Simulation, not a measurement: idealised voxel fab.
Process module under the name voxel air gaps
Cross-section cut: width 280 nm, square cells of 5 nm.
Cross-section layout: square cells on a grid; listed as bands, top to bottom; a band spans one or more cell rows.
Each band's line starts with the height of the band's top and of its bottom, in nm. Then come its materials from left to right, each with its width in nm. One material with "all across" fills the band from edge to edge. "blank" is empty space.
Heights are reckoned from 0. Under this level, the received wafer is all of one material. The bottommost band is open-ended downward, for example "0 -> down".
The notation "30 to 40" denotes a width that varies across the rows of cells in the band, beginning at the first number in the top row, finishing at the second number in the bottom row, and changing by an identical amount from each row to the next.
What does "no modifications" mean for a step? It means no cell of the cross-section changed in that step.
"Sealed cavities" specifies each empty space that is not open to the top and that occupies no fewer than 8 cells, using the form width x height at distance, the distance measured from the left edge and all three quantities in nm.
If you see something after the settings on a step's line, that's the simulator's own remark about that step.
overlay nm: where the mask lay relative to plan, measured to the right, on steps with a mask; negatives go left.

[The planned process steps are enumerated hereunder]
1: RECEIVE: material Si
2: CONFORMAL_DEP: material SiO2, thk nm 10
3: CONFORMAL_DEP: material SiN, thk nm 5
4: DIRECTIONAL_DEP: material lowk, thk nm 40
5: PATTERN: tone open, mask id LINES, material resist, width nm 20, pitch nm 45, thk nm 15, overlay nm 0
6: DIRECTIONAL_ETCH: etch materials lowk, depth nm 40
7: STRIP: etch materials resist
8: CONFORMAL_DEP: material TiN, thk nm 5
9: FILL_DEP: material Ru, thk nm 10
10: CMP: height nm 55
11: EPI: material Ru, thk nm 10
12: SELECTIVE_ETCH: etch materials lowk, depth nm 50
13: CONFORMAL_DEP: material SiCN, thk nm 5

[first wafer, as planned]

[Cross-section of the incoming wafer, state after step 1]
* 0 -> down | Si all across
* Sealed cavities: none

[After step 2, in cross-section]
* 10 -> 0 | SiO2 all across
* For the remainder of the cross-section, below 0, there is no change.

[After step 3, in cross-section]
* 15 -> 10 | SiN all across
* For the remainder of the cross-section, below 10, there is no change.

[After step 4, in cross-section]
* 55 -> 15 | lowk all across
* For the remainder of the cross-section, below 15, there is no change.

[After step 5, in cross-section]
* 70 -> 55 | resist: 60 | blank: 20 | resist: 25 | blank: 20 | resist: 25 | blank: 20 | resist: 25 | blank: 20 | resist: 65
* For the remainder of the cross-section, below 55, there is no change.

[After step 6, in cross-section]
* 70 -> 55 | resist: 60 | blank: 20 | resist: 25 | blank: 20 | resist: 25 | blank: 20 | resist: 25 | blank: 20 | resist: 65
* 55 -> 15 | lowk: 60 | blank: 20 | lowk: 25 | blank: 20 | lowk: 25 | blank: 20 | lowk: 25 | blank: 20 | lowk: 65
* For the remainder of the cross-section, below 15, there is no change.

[After step 7, in cross-section]
* 55 -> 15 | lowk: 60 | blank: 20 | lowk: 25 | blank: 20 | lowk: 25 | blank: 20 | lowk: 25 | blank: 20 | lowk: 65
* For the remainder of the cross-section, below 15, there is no change.

[After step 8, in cross-section]
* 60 -> 55 | TiN: 65 | blank: 10 | TiN: 35 | blank: 10 | TiN: 35 | blank: 10 | TiN: 35 | blank: 10 | TiN: 70
* 55 -> 20 | lowk: 60 | TiN: 5 | blank: 10 | TiN: 5 | lowk: 25 | TiN: 5 | blank: 10 | TiN: 5 | lowk: 25 | TiN: 5 | blank: 10 | TiN: 5 | lowk: 25 | TiN: 5 | blank: 10 | TiN: 5 | lowk: 65
* 20 -> 15 | lowk: 60 | TiN: 20 | lowk: 25 | TiN: 20 | lowk: 25 | TiN: 20 | lowk: 25 | TiN: 20 | lowk: 65
* For the remainder of the cross-section, below 15, there is no change.

[After step 9, in cross-section]
* 70 -> 60 | Ru all across
* 60 -> 55 | TiN: 65 | Ru: 10 | TiN: 35 | Ru: 10 | TiN: 35 | Ru: 10 | TiN: 35 | Ru: 10 | TiN: 70
* 55 -> 20 | lowk: 60 | TiN: 5 | Ru: 10 | TiN: 5 | lowk: 25 | TiN: 5 | Ru: 10 | TiN: 5 | lowk: 25 | TiN: 5 | Ru: 10 | TiN: 5 | lowk: 25 | TiN: 5 | Ru: 10 | TiN: 5 | lowk: 65
* For the remainder of the cross-section, below 20, there is no change.

[After step 10, in cross-section]
* 55 -> 20 | lowk: 60 | TiN: 5 | Ru: 10 | TiN: 5 | lowk: 25 | TiN: 5 | Ru: 10 | TiN: 5 | lowk: 25 | TiN: 5 | Ru: 10 | TiN: 5 | lowk: 25 | TiN: 5 | Ru: 10 | TiN: 5 | lowk: 65
* For the remainder of the cross-section, below 20, there is no change.

[After step 11, in cross-section]
* 65 -> 55 | blank: 50 | Ru: 40 | blank: 5 | Ru: 40 | blank: 5 | Ru: 40 | blank: 5 | Ru: 40 | blank: 55
* For the remainder of the cross-section, below 55, there is no change.

[After step 12, in cross-section]
* 65 -> 55 | blank: 50 | Ru: 40 | blank: 5 | Ru: 40 | blank: 5 | Ru: 40 | blank: 5 | Ru: 40 | blank: 55
* 55 -> 20 | blank: 60 | TiN: 5 | Ru: 10 | TiN: 5 | blank: 25 | TiN: 5 | Ru: 10 | TiN: 5 | blank: 25 | TiN: 5 | Ru: 10 | TiN: 5 | blank: 25 | TiN: 5 | Ru: 10 | TiN: 5 | blank: 65
* 20 -> 15 | blank: 60 | TiN: 20 | blank: 25 | TiN: 20 | blank: 25 | TiN: 20 | blank: 25 | TiN: 20 | blank: 65
* For the remainder of the cross-section, below 15, there is no change.

[After step 13, in cross-section]
* 70 -> 65 | blank: 45 | SiCN: 185 | blank: 50
* 65 -> 55 | blank: 45 | SiCN: 5 | Ru: 40 | SiCN: 5 | Ru: 40 | SiCN: 5 | Ru: 40 | SiCN: 5 | Ru: 40 | SiCN: 5 | blank: 50
* 55 -> 50 | blank: 45 | SiCN: 15 | TiN: 5 | Ru: 10 | TiN: 5 | SiCN: 25 | TiN: 5 | Ru: 10 | TiN: 5 | SiCN: 25 | TiN: 5 | Ru: 10 | TiN: 5 | SiCN: 25 | TiN: 5 | Ru: 10 | TiN: 5 | SiCN: 15 | blank: 50
* 50 -> 20 | blank: 55 | SiCN: 5 | TiN: 5 | Ru: 10 | TiN: 5 | SiCN: 5 | blank: 15 | SiCN: 5 | TiN: 5 | Ru: 10 | TiN: 5 | SiCN: 5 | blank: 15 | SiCN: 5 | TiN: 5 | Ru: 10 | TiN: 5 | SiCN: 5 | blank: 15 | SiCN: 5 | TiN: 5 | Ru: 10 | TiN: 5 | SiCN: 5 | blank: 60
* 20 -> 15 | SiCN: 60 | TiN: 20 | SiCN: 25 | TiN: 20 | SiCN: 25 | TiN: 20 | SiCN: 25 | TiN: 20 | SiCN: 65
* For the remainder of the cross-section, below 15, there is no change.
* Sealed cavities: 15 x 30 at 85; 15 x 30 at 130; 15 x 30 at 175

[Here the second wafer is described. Its start and its plan were those of the first wafer. Its run contained one mistake. Up to and including step 9, it did exactly what the first wafer did]

At the planned end of step 10, the second wafer in cross-section: no modifications

[At the planned end of step 11, the second wafer in cross-section]
* 80 -> 60 | Ru all across
* For the remainder of the cross-section, below 60, there is no change.

At the planned end of step 12, the second wafer in cross-section: no modifications

[At the planned end of step 13, the second wafer in cross-section]
* 85 -> 80 | SiCN all across
* For the remainder of the cross-section, below 80, there is no change.
It is concluded that the wafer was processed incorrectly with respect to the plan, in that plan step 10 skipped
Wafer comparison, final, in cells, second relative to first, materials more or fewer: +168 Ru, -100 SiCN, +48 TiN, +320 lowk
The final tally of closed voids stands at 3 on the first wafer and 0 on the second.
